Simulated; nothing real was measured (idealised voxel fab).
The name of this process module is voxel trench capacitor.
Cross-section cut: width 285 nm, square cells of 5 nm.
Cross-sections here: square-cell grids, written as top-down lists of bands, a band being one or more rows of cells. Within each band entry, the heights of the top and of the bottom of the band appear first, in that order and in nm; the materials of the band then follow from left to right, each with its corresponding width in nm. The designation "full width" on a single material indicates that it fills the band from edge to edge; the designation "blank" indicates empty space. Where do heights start? At 0: under that level the wafer as delivered is made of one material only. And the lowest band has no floor; it just carries on downward, as in "0 -> down". The expression "30->40" gives the width at the extremes of the band, the first number at its top row of cells and the second at its bottom row, with the width changing by equal amounts from each row to the next in between. "nothing altered" means the step left every cell of the cross-section as it was. Basically, "Fully sealed voids" tells you about the enclosed voids: empty spaces with no open way to the top, 8 cells or bigger, each written width x height at distance, where distance is from the left edge, all in nm. What comes after the settings on a step's line is commentary from the simulator itself on that step. overlay nm, on a step with a mask: how far to the right of its planned place the mask lay; to the left if negative.
**Process steps foreseen in the plan**
1 RECEIVE (material Si)
2 CONFORMAL_DEP (material SiN; thk nm 10)
3 DIRECTIONAL_DEP (material aC; thk nm 10)
4 PATTERN (tone open; mask id TRENCH; material resist; width nm 25; pitch nm 50; thk nm 30; overlay nm 0)
5 DIRECTIONAL_ETCH (etch materials aC; depth nm 10)
6 STRIP (etch materials resist)
7 DIRECTIONAL_ETCH (etch materials SiN; depth nm 10)
8 DIRECTIONAL_ETCH (etch materials Si; depth nm 30)
9 STRIP (etch materials aC)
10 CONFORMAL_DEP (material SiO2; thk nm 5)
11 FILL_DEP (material polySi; thk nm 10)
12 CMP (height nm 10)
**Below: the first of two wafers, run as planned**
**Wafer cross-section on receipt, i.e. after step 1**
- 0 -> down  Si full width
- Fully sealed voids: none
**After step 2, in cross-section**
- 10 -> 0  SiN full width
- below 0: unchanged
**After step 3, in cross-section**
- 20 -> 10  aC full width
- below 10: unchanged
**After step 4, in cross-section**
- 50 -> 20  105 nm resist, then 25 nm blank, then 25 nm resist, then 25 nm blank, then 105 nm resist
- below 20: unchanged
**After step 5, in cross-section**
- 40 -> 20  105 nm resist, then 25 nm blank, then 25 nm resist, then 25 nm blank, then 105 nm resist
- 20 -> 10  105 nm aC, then 25 nm blank, then 25 nm aC, then 25 nm blank, then 105 nm aC
- below 10: unchanged
**After step 6, in cross-section**
- 20 -> 10  105 nm aC, then 25 nm blank, then 25 nm aC, then 25 nm blank, then 105 nm aC
- below 10: unchanged
**After step 7, in cross-section**
- 20 -> 10  105 nm aC, then 25 nm blank, then 25 nm aC, then 25 nm blank, then 105 nm aC
- 10 -> 0  105 nm SiN, then 25 nm blank, then 25 nm SiN, then 25 nm blank, then 105 nm SiN
- below 0: unchanged
**After step 8, in cross-section**
- 20 -> 10  105 nm aC, then 25 nm blank, then 25 nm aC, then 25 nm blank, then 105 nm aC
- 10 -> 0  105 nm SiN, then 25 nm blank, then 25 nm SiN, then 25 nm blank, then 105 nm SiN
- 0 -> -30  105 nm Si, then 25 nm blank, then 25 nm Si, then 25 nm blank, then 105 nm Si
- below -30: unchanged
**After step 9, in cross-section**
- 10 -> 0  105 nm SiN, then 25 nm blank, then 25 nm SiN, then 25 nm blank, then 105 nm SiN
- below 0: unchanged
**After step 10, in cross-section**
- 15 -> 10  110 nm SiO2, then 15 nm blank, then 35 nm SiO2, then 15 nm blank, then 110 nm SiO2
- 10 -> 0  105 nm SiN, then 5 nm SiO2, then 15 nm blank, then 5 nm SiO2, then 25 nm SiN, then 5 nm SiO2, then 15 nm blank, then 5 nm SiO2, then 105 nm SiN
- 0 -> -25  105 nm Si, then 5 nm SiO2, then 15 nm blank, then 5 nm SiO2, then 25 nm Si, then 5 nm SiO2, then 15 nm blank, then 5 nm SiO2, then 105 nm Si
- -25 -> -30  105 nm Si, then 25 nm SiO2, then 25 nm Si, then 25 nm SiO2, then 105 nm Si
- below -30: unchanged
**After step 11, in cross-section**
- 25 -> 15  polySi full width
- 15 -> 10  110 nm SiO2, then 15 nm polySi, then 35 nm SiO2, then 15 nm polySi, then 110 nm SiO2
- 10 -> 0  105 nm SiN, then 5 nm SiO2, then 15 nm polySi, then 5 nm SiO2, then 25 nm SiN, then 5 nm SiO2, then 15 nm polySi, then 5 nm SiO2, then 105 nm SiN
- 0 -> -25  105 nm Si, then 5 nm SiO2, then 15 nm polySi, then 5 nm SiO2, then 25 nm Si, then 5 nm SiO2, then 15 nm polySi, then 5 nm SiO2, then 105 nm Si
- below -25: unchanged
**After step 12, in cross-section**
- 10 -> 0  105 nm SiN, then 5 nm SiO2, then 15 nm polySi, then 5 nm SiO2, then 25 nm SiN, then 5 nm SiO2, then 15 nm polySi, then 5 nm SiO2, then 105 nm SiN
- below 0: unchanged
**The second wafer was prepared from the same starting point and under the same plan as the first; its processing contained one mistake, and it remains indistinguishable from the first wafer up to and including step 8**
**Second wafer, sectioned view, at step 9's planned end time**
- 25 -> 20  110 nm SiO2, then 15 nm blank, then 35 nm SiO2, then 15 nm blank, then 110 nm SiO2
- 20 -> 10  105 nm aC, then 5 nm SiO2, then 15 nm blank, then 5 nm SiO2, then 25 nm aC, then 5 nm SiO2, then 15 nm blank, then 5 nm SiO2, then 105 nm aC
- 10 -> 0  105 nm SiN, then 5 nm SiO2, then 15 nm blank, then 5 nm SiO2, then 25 nm SiN, then 5 nm SiO2, then 15 nm blank, then 5 nm SiO2, then 105 nm SiN
- 0 -> -25  105 nm Si, then 5 nm SiO2, then 15 nm blank, then 5 nm SiO2, then 25 nm Si, then 5 nm SiO2, then 15 nm blank, then 5 nm SiO2, then 105 nm Si
- -25 -> -30  105 nm Si, then 25 nm SiO2, then 25 nm Si, then 25 nm SiO2, then 105 nm Si
- below -30: unchanged
Second wafer, sectioned view, at step 10's planned end time: nothing altered
**Second wafer, sectioned view, at step 11's planned end time**
- 35 -> 25  polySi full width
- 25 -> 20  110 nm SiO2, then 15 nm polySi, then 35 nm SiO2, then 15 nm polySi, then 110 nm SiO2
- 20 -> 10  105 nm aC, then 5 nm SiO2, then 15 nm polySi, then 5 nm SiO2, then 25 nm aC, then 5 nm SiO2, then 15 nm polySi, then 5 nm SiO2, then 105 nm aC
- 10 -> 0  105 nm SiN, then 5 nm SiO2, then 15 nm polySi, then 5 nm SiO2, then 25 nm SiN, then 5 nm SiO2, then 15 nm polySi, then 5 nm SiO2, then 105 nm SiN
- 0 -> -25  105 nm Si, then 5 nm SiO2, then 15 nm polySi, then 5 nm SiO2, then 25 nm Si, then 5 nm SiO2, then 15 nm polySi, then 5 nm SiO2, then 105 nm Si
- below -25: unchanged
**Second wafer, sectioned view, at step 12's planned end time**
- 10 -> 0  105 nm SiN, then 5 nm SiO2, then 15 nm polySi, then 5 nm SiO2, then 25 nm SiN, then 5 nm SiO2, then 15 nm polySi, then 5 nm SiO2, then 105 nm SiN
- below 0: unchanged
Processing error: steps 9 and 10 of the plan were each performed in the slot designated for the other
at the end the two cross-sections are the same: no effect in what this model computes
